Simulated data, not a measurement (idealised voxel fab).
Proc. module: voxel released beams
Pictured: cross-section cut, 270 nm wide, on a grid of 5 nm square cells.
Reading order for cross-sections: top band down to bottom band. Underlying form: a grid of square cells. Band size: one or more rows of cells.
Band entry format. Leading values: height of top, height of bottom, nm. Remainder: materials in left-to-right order, each with its width in nm. Special words: "edge to edge" on a single material, which then fills the band edge to edge; "empty", empty space.
The reference from which all heights are counted is 0, the level beneath which the as-received wafer is entirely one material; the lowest band, having no lower bound, proceeds downward and is written after the example "z 0 and below".
It should be noted that a width expressed as "30 to 40" varies in equal increments from row to row of cells within the band, taking the value of the first number at the top row and that of the second number at the bottom row.
"all unchanged" after a step means that no cell of the cross-section changed.
"Completely enclosed voids" means: voids of 8 cells or more that are shut off from the top with no open way through. Written width x height at distance, distance from the left edge, in nm.
Step line, after settings: the simulator's comment on this step.
overlay nm, on a step with a mask: how far to the right of its planned place the mask lay; to the left if negative
### Process steps foreseen in the plan
1,RECEIVE | material Si
2,CONFORMAL_DEP | material Al2O3 | thk nm 10
3,DIRECTIONAL_DEP | material SiO2 | thk nm 15
4,PATTERN | tone open | mask id ANCHOR | material resist | width nm 40 | thk nm 15 | overlay nm 0
5,DIRECTIONAL_ETCH | etch materials SiO2 | depth nm 15
6,STRIP | etch materials resist
7,CONFORMAL_DEP | material polySi | thk nm 15
8,PATTERN | tone cover | mask id BEAM | material resist | width nm 125 | thk nm 20 | overlay nm 0
9,DIRECTIONAL_ETCH | etch materials polySi | depth nm 15
10,STRIP | etch materials resist
11,STRIP | etch materials SiO2
### As-received wafer cross-section (after step 1)
> z 0 and below  Si edge to edge
> Completely enclosed voids: none
### Cross-sectional view of the first of the two wafers upon completion of the module, processed in accordance with the plan
> z 40 to 25  empty=70, polySi=20, empty=10, polySi=95, empty=75
> z 25 to 10  empty=75, polySi=40, empty=155
> z 10 to 0  Al2O3 edge to edge
> z 0 and below  Si edge to edge
> Completely enclosed voids: none
### Cross-sectional image of the second wafer of the two following completion of the module. Starting state and process plan were the same as for the first wafer; one execution error occurred
> z 40 to 25  empty=70, polySi=30, empty=10, polySi=85, empty=75
> z 25 to 10  empty=85, polySi=40, empty=145
> z 10 to 0  Al2O3 edge to edge
> z 0 and below  Si edge to edge
> Completely enclosed voids: none
Diagnosis: step 4 deviated from plan and actually ran as PATTERN | tone open | mask id ANCHOR | material resist | width nm 40 | thk nm 15 | overlay nm 10
At the end, the second wafer has the same number of cells of each material as the first, but those cells sit in other places.
